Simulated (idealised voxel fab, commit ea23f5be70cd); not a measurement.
This section sets out a process module, namely voxel self aligned vias.
FYI the section here is cut, 165 nm wide, cells are 5 nm squares.
For the purposes of this document, a cross-section shall be understood as a grid of square cells, specified as bands listed in top-to-bottom order, each band consisting of one or more rows of cells.
Quick guide to a band line: top height, bottom height (nm) up front; then every material left to right with its width in nm. Only one material and it's marked "everywhere"? Then it fills the band edge to edge. And "empty" just means empty space.
Heights are measured from 0, the level below which the as-received wafer is all one material; the lowest band has no bottom and continues downward, written as in "from 0 down".
Per-row width for "30 to 40": begins at first number (top row of band), ends at second number (bottom row), increment between rows held constant.
"nothing got changed" -> step changed no cross-section cell.
Look at "Internal closed voids" for the closed voids: empty spaces with no open path to the top, sized 8 cells or up. Each is width x height at distance, distance from the left edge, all nm.
If you see something after the settings on a step's line, that's the simulator's own remark about that step.
overlay nm: where the mask lay relative to plan, measured to the right, on steps with a mask; negatives go left.

PROCESS STEPS FORESEEN IN THE PLAN
step 1: RECEIVE | material Si
step 2: CONFORMAL_DEP | material SiO2 | thk nm 15
step 3: CONFORMAL_DEP | material SiCN | thk nm 5
step 4: DIRECTIONAL_DEP | material SiO2 | thk nm 20
step 5: MASKED_ETCH | tone open | mask id LINES | width nm 20 | pitch nm 55 | etch materials SiO2 | depth nm 20 | overlay nm 0
step 6: CONFORMAL_DEP | material TiN | thk nm 5
step 7: FILL_DEP | material Ru | thk nm 5
step 8: CMP | height nm 40
step 9: SELECTIVE_ETCH | etch materials W Ru TiN | depth nm 5
step 10: FILL_DEP | material SiN | thk nm 10
step 11: CMP | height nm 40
step 12: DIRECTIONAL_DEP | material SiO2 | thk nm 20
step 13: DIRECTIONAL_DEP | material aC | thk nm 10
step 14: PATTERN | tone open | mask id VIAS | material resist | width nm 30 | thk nm 30 | overlay nm 0
step 15: DIRECTIONAL_ETCH | etch materials aC | depth nm 10
step 16: STRIP | etch materials resist
step 17: DIRECTIONAL_ETCH | etch materials SiO2 | depth nm 20
step 18: DIRECTIONAL_ETCH | etch materials SiN | depth nm 5
step 19: STRIP | etch materials aC
step 20: CONFORMAL_DEP | material TiN | thk nm 5
step 21: FILL_DEP | material Cu | thk nm 5
step 22: CMP | height nm 60
step 23: CONFORMAL_DEP | material SiCN | thk nm 5

AS-RECEIVED WAFER CROSS-SECTION (AFTER STEP 1)
  from 0 down  Si everywhere
  Internal closed voids: none

THE FOLLOWING CROSS-SECTION DEPICTS THE WAFER UPON CONCLUSION OF THE MODULE. PROCESSING COMMENCED FROM THE STARTING CONDITION ILLUSTRATED ABOVE AND ADHERED TO THE PLAN ILLUSTRATED ABOVE, SAVE FOR ONE MISTAKE IN EXECUTION
  from 65 to 60  SiCN everywhere
  from 60 to 45  35 nm Cu, 5 nm TiN, 30 nm SiO2, 5 nm TiN, 90 nm Cu
  from 45 to 40  40 nm TiN, 30 nm SiO2, 35 nm TiN, 10 nm Cu, 50 nm TiN
  from 40 to 35  45 nm SiO2, 20 nm SiN, 35 nm SiO2, 20 nm TiN, 45 nm SiO2
  from 35 to 25  45 nm SiO2, 5 nm TiN, 10 nm Ru, 5 nm TiN, 35 nm SiO2, 5 nm TiN, 10 nm Ru, 5 nm TiN, 45 nm SiO2
  from 25 to 20  45 nm SiO2, 20 nm TiN, 35 nm SiO2, 20 nm TiN, 45 nm SiO2
  from 20 to 15  SiCN everywhere
  from 15 to 0  SiO2 everywhere
  from 0 down  Si everywhere
  Internal closed voids: none
Deviation noted in wafer processing: rather than as planned, step 14 actually ran as PATTERN | tone cover | mask id VIAS | material resist | width nm 30 | thk nm 30 | overlay nm 0
